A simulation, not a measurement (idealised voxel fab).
The name of this process module is voxel lift off.
Cross-sectional view cut (width: 285 nm; square cell size: 5 nm).
Cross-section spec: square-cell grid; bands listed top down; each band is one or more rows.
For a band, the entry starts with two heights in nm, that of the top and then that of the bottom, and carries on with the band's materials in order from left to right, each alongside its width in nm; the word "everywhere" beside a single material means it fills the band edge to edge, and "empty" means empty space.
Heights are expressed relative to 0, this being the level below which the as-received wafer comprises one material exclusively. The lowest band is unbounded in the downward direction and is denoted as in "from 0 down".
A two-number width, for instance "30..40", indicates that the width is equal to the first number in the top row of the band and to the second number in the bottom row, and that it changes by a constant amount per row of cells.
No cell of the cross-section changed in a step that is given as "no alteration".
Basically, "Completely sealed voids" tells you about the enclosed voids: empty spaces with no open way to the top, 8 cells or bigger, each written width x height at distance, where distance is from the left edge, all in nm.
Note: text after step settings on the step line = simulator remark on that step.
Each step line may optionally specify "overlay nm", which for a step with a mask gives the rightward distance between the mask's planned place and where it lay, a negative value indicating the leftward direction.
# Steps planned for the process
- 1: RECEIVE: material Si
- 2: CONFORMAL_DEP: material SiO2, thk nm 15
- 3: PATTERN: tone open, mask id LINES, material resist, width nm 15, pitch nm 40, thk nm 15, overlay nm 0
- 4: DIRECTIONAL_DEP: material Ru, thk nm 5
- 5: STRIP: etch materials resist
- 6: CONFORMAL_DEP: material SiCN, thk nm 10
# The cross-section here shows the wafer as received, i.e. in its state after step 1
    from 0 down  Si everywhere
    Completely sealed voids: none
# Cross-section, end of module. Start: as above. Plan: as above. Execution: one mistake
    from 30 to 25  65 of empty; 35 of SiCN; 5 of empty; 35 of SiCN; 5 of empty; 35 of SiCN; 5 of empty; 35 of SiCN; 65 of empty
    from 25 to 20  SiCN everywhere
    from 20 to 15  75 of SiCN; 15 of Ru; 25 of SiCN; 15 of Ru; 25 of SiCN; 15 of Ru; 25 of SiCN; 15 of Ru; 75 of SiCN
    from 15 to 0  Ru everywhere
    from 0 down  Si everywhere
    Completely sealed voids: none
What went wrong in running the wafer? step 2 did not happen as planned, as run it was CONFORMAL_DEP: material Ru, thk nm 15
